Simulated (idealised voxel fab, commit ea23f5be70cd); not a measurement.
process module | voxel self aligned contacts
cross-section cut | 260 nm wide | cells 5 nm
A cross-section is a grid of square cells, given in bands from the top down. A band is one or more rows of cells.
Each band's line starts with the height of the band's top and of its bottom, in nm. Then come its materials from left to right, each with its width in nm. One material with "throughout" fills the band from edge to edge. "air" is empty space.
Height 0 is the level under which the wafer as received is all one material. The lowest band goes on downwards, as in "0 down".
A width such as "30 to 40" changes by the same amount from each row of cells to the next, from the band's top row to its bottom row.
"no change" after a step means that no cell of the cross-section changed.
closed voids: empty space of 8 cells or more with no open way to the top, each as width x height at its distance from the left edge, in nm
after a step's settings: what the simulator itself notes on the step
overlay nm, on a step with a mask: how far to the right of its planned place the mask lay; to the left if negative
plan
1 op RECEIVE | material Si
2 op CONFORMAL_DEP | material SiO2 | thk nm 5
3 op DIRECTIONAL_DEP | material polySi | thk nm 30
4 op DIRECTIONAL_DEP | material SiN | thk nm 15
5 op MASKED_ETCH | tone cover | mask id GATE | width nm 25 | pitch nm 55 | etch materials SiN | depth nm 15 | overlay nm 0
6 op MASKED_ETCH | tone cover | mask id GATE | width nm 25 | pitch nm 55 | etch materials polySi | depth nm 30 | overlay nm 0
7 op CONFORMAL_DEP | material SiN | thk nm 5
8 op DIRECTIONAL_ETCH | etch materials SiN | depth nm 5
9 op FILL_DEP | material SiO2 | thk nm 20
10 op CMP | height nm 60
11 op PATTERN | tone open | mask id CONTACT | material resist | width nm 40 | thk nm 20 | overlay nm 0
12 op DIRECTIONAL_ETCH | etch materials SiO2 | depth nm 60
13 op STRIP | etch materials resist
14 op CONFORMAL_DEP | material TiN | thk nm 5
15 op FILL_DEP | material Ru | thk nm 5
16 op CMP | height nm 60
17 op CONFORMAL_DEP | material SiCN | thk nm 5
varied across the wafers: thk nm of step 7. The plan shows the first wafer's value. All wafers start alike
first wafer as received, after step 1
  0 down: Si throughout
  closed voids: none
first wafer at the end, after step 17
  65 to 60: SiCN throughout
  60 to 50: SiO2 110 | TiN 5 to 15 | Ru 30 to 10 | TiN 5 to 15 | SiO2 110
  50 to 35: SiO2 85 | SiN 35 | TiN 5 | Ru 10 | TiN 5 | SiN 35 | SiO2 85
  35 to 5: SiO2 85 | SiN 5 | polySi 25 | SiN 5 | TiN 5 | Ru 10 | TiN 5 | SiN 5 | polySi 25 | SiN 5 | SiO2 85
  5 to 0: SiO2 120 | TiN 20 | SiO2 120
  0 down: Si throughout
  closed voids: none
last wafer at the end
  65 to 60: SiCN throughout
  60 to 35: SiO2 70 | SiN 120 | SiO2 70
  35 to 20: SiO2 70 | SiN 20 | polySi 25 | SiN 30 | polySi 25 | SiN 20 | SiO2 70
  20 to 5: SiN 90 | polySi 25 | SiN 30 | polySi 25 | SiN 90
  5 to 0: SiO2 throughout
  0 down: Si throughout
  closed voids: none
each wafer at the end: cells of each material gained (+) or lost (-) since it was received, then its closed voids
thk nm 5 | +26 Ru | +52 SiCN | +66 SiN | +442 SiO2 | +30 TiN | +60 polySi | closed voids: none
thk nm 10 | +52 SiCN | +154 SiN | +384 SiO2 | +26 TiN | +60 polySi | closed voids: none
thk nm 15 | +52 SiCN | +242 SiN | +322 SiO2 | +60 polySi | closed voids: none
thk nm 20 | +52 SiCN | +288 SiN | +276 SiO2 | +60 polySi | closed voids: none
